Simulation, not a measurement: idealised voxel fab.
You're looking at the process module voxel local oxidation.
Each square cell in cross-section cut measures 5 nm, and the section as a whole is 270 nm wide.
We lay out every cross-section as a grid of square cells and spell it out in bands from the top down, where one band means one or more rows of cells.
Top height, bottom height, nm. Materials left to right, width each, nm. Single material + "full width" = fills band edge to edge. "empty" = empty.
Heads up on the height convention: 0 is the point under which the incoming wafer is all one material, and the lowest band has no bottom, it just keeps going down, like "0 and below".
Quick explanation for "30..40": the width changes in equal steps down the rows of cells, from the first number in the band's top row to the second number in its bottom row.
"no alteration" -> step changed no cross-section cell.
Reported under the label "Closed-off voids" are the empty spaces having no open way to the top and comprising 8 cells or more; the notation for each is width x height at distance, in which the distance is measured from the left edge and all three values are in nm.
That trailing text on a step's line, after the settings, is the simulator's own remark on the step.
A step line may carry the setting "overlay nm", which, for steps involving a mask, states the distance by which the mask lay to the right of its intended position; negative values denote displacement to the left.

Planned step list for the process:
1) RECEIVE (material Si)
2) CONFORMAL_DEP (material SiO2; thk nm 5)
3) CONFORMAL_DEP (material SiN; thk nm 15)
4) PATTERN (tone cover; mask id ACTIVE; material resist; width nm 100; thk nm 20; overlay nm 0)
5) DIRECTIONAL_ETCH (etch materials SiN; depth nm 15)
6) STRIP (etch materials resist)
7) SELECTIVE_ETCH (etch materials SiO2; depth nm 5)
8) OXIDIZE (depth nm 10)
9) STRIP (etch materials SiN)

What follows covers the first of two wafers; it ran as planned:

Wafer cross-section on receipt, i.e. after step 1:
0 and below  Si full width
Closed-off voids: none

Sectional view: wafer, after step 2:
5 down to 0  SiO2 full width
Below 0 it's all the same as before, nothing changed down there.

Sectional view: wafer, after step 3:
20 down to 5  SiN full width
Below 5 it's all the same as before, nothing changed down there.

Sectional view: wafer, after step 4:
40 down to 20  85 empty / 100 resist / 85 empty
Below 20 it's all the same as before, nothing changed down there.

Sectional view: wafer, after step 5:
40 down to 20  85 empty / 100 resist / 85 empty
20 down to 5  85 empty / 100 SiN / 85 empty
Below 5 it's all the same as before, nothing changed down there.

Sectional view: wafer, after step 6:
20 down to 5  85 empty / 100 SiN / 85 empty
Below 5 it's all the same as before, nothing changed down there.

Sectional view: wafer, after step 7:
20 down to 5  85 empty / 100 SiN / 85 empty
5 down to 0  90 empty / 90 SiO2 / 90 empty
Below 0 it's all the same as before, nothing changed down there.

Sectional view: wafer, after step 8:
20 down to 5  85 empty / 100 SiN / 85 empty
5 down to 0  90 empty / 90 SiO2 / 90 empty
0 down to -10  100 SiO2 / 70 Si / 100 SiO2
Below -10 it's all the same as before, nothing changed down there.

Sectional view: wafer, after step 9:
5 down to 0  90 empty / 90 SiO2 / 90 empty
Below 0 it's all the same as before, nothing changed down there.

Wafer two. Identical start, identical plan. One mistake in execution. Identical history through step 7:

Second wafer shown in cross-section at the time step 8 was slated to end:
20 down to 5  85 empty / 100 SiN / 85 empty
5 down to 0  90 empty / 90 SiO2 / 90 empty
0 down to -5  95 SiO2 / 80 Si / 95 SiO2
Below -5 it's all the same as before, nothing changed down there.

Second wafer shown in cross-section at the time step 9 was slated to end:
5 down to 0  90 empty / 90 SiO2 / 90 empty
Below 0 it's all the same as before, nothing changed down there.
Against the plan, the run slipped here: step 8 off recipe, ran as OXIDIZE (depth nm 5)
Looking at both finished wafers in cells, the second ends up ahead of or behind the first on some materials: Si: 42 more | SiO2: 42 fewer
